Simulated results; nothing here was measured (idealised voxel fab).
process module | voxel spacer lines
cross-section cut | 300 nm wide | cells 5 nm
A cross-section is a grid of square cells, given in bands from the top down. A band is one or more rows of cells.
Each band's line starts with the height of the band's top and of its bottom, in nm. Then come its materials from left to right, each with its width in nm. One material with "throughout" fills the band from edge to edge. "air" is empty space.
Height 0 is the level under which the wafer as received is all one material. The lowest band goes on downwards, as in "0 down".
A width such as "30 to 40" changes by the same amount from each row of cells to the next, from the band's top row to its bottom row.
"no change" after a step means that no cell of the cross-section changed.
closed voids: empty space of 8 cells or more with no open way to the top, each as width x height at its distance from the left edge, in nm
after a step's settings: what the simulator itself notes on the step
overlay nm, on a step with a mask: how far to the right of its planned place the mask lay; to the left if negative
plan
1 op RECEIVE | material Si
2 op CONFORMAL_DEP | material Al2O3 | thk nm 10
3 op DIRECTIONAL_DEP | material polySi | thk nm 15
4 op DIRECTIONAL_DEP | material aC | thk nm 30
5 op PATTERN | tone cover | mask id MANDREL | material resist | width nm 15 | pitch nm 50 | thk nm 40 | overlay nm 0
6 op DIRECTIONAL_ETCH | etch materials aC | depth nm 30
7 op STRIP | etch materials resist
8 op CONFORMAL_DEP | material SiO2 | thk nm 10
9 op DIRECTIONAL_ETCH | etch materials SiO2 | depth nm 10
10 op STRIP | etch materials aC
11 op DIRECTIONAL_ETCH | etch materials polySi | depth nm 15
12 op STRIP | etch materials SiO2
as received, after step 1
  0 down: Si throughout
  closed voids: none
first wafer at the end, as planned
  25 to 10: air 105 | polySi 10 | air 15 | polySi 10 | air 15 | polySi 10 | air 15 | polySi 10 | air 110
  10 to 0: Al2O3 throughout
  0 down: Si throughout
  closed voids: none
second wafer at the end: like start, like plan, one mistake
  40 to 25: air 105 | polySi 10 | air 15 | polySi 10 | air 15 | polySi 10 | air 15 | polySi 10 | air 110
  25 to 10: polySi throughout
  10 to 0: Al2O3 throughout
  0 down: Si throughout
  closed voids: none
what went wrong: step 3 was run twice
at the end the second wafer has, in cells: 180 more of polySi
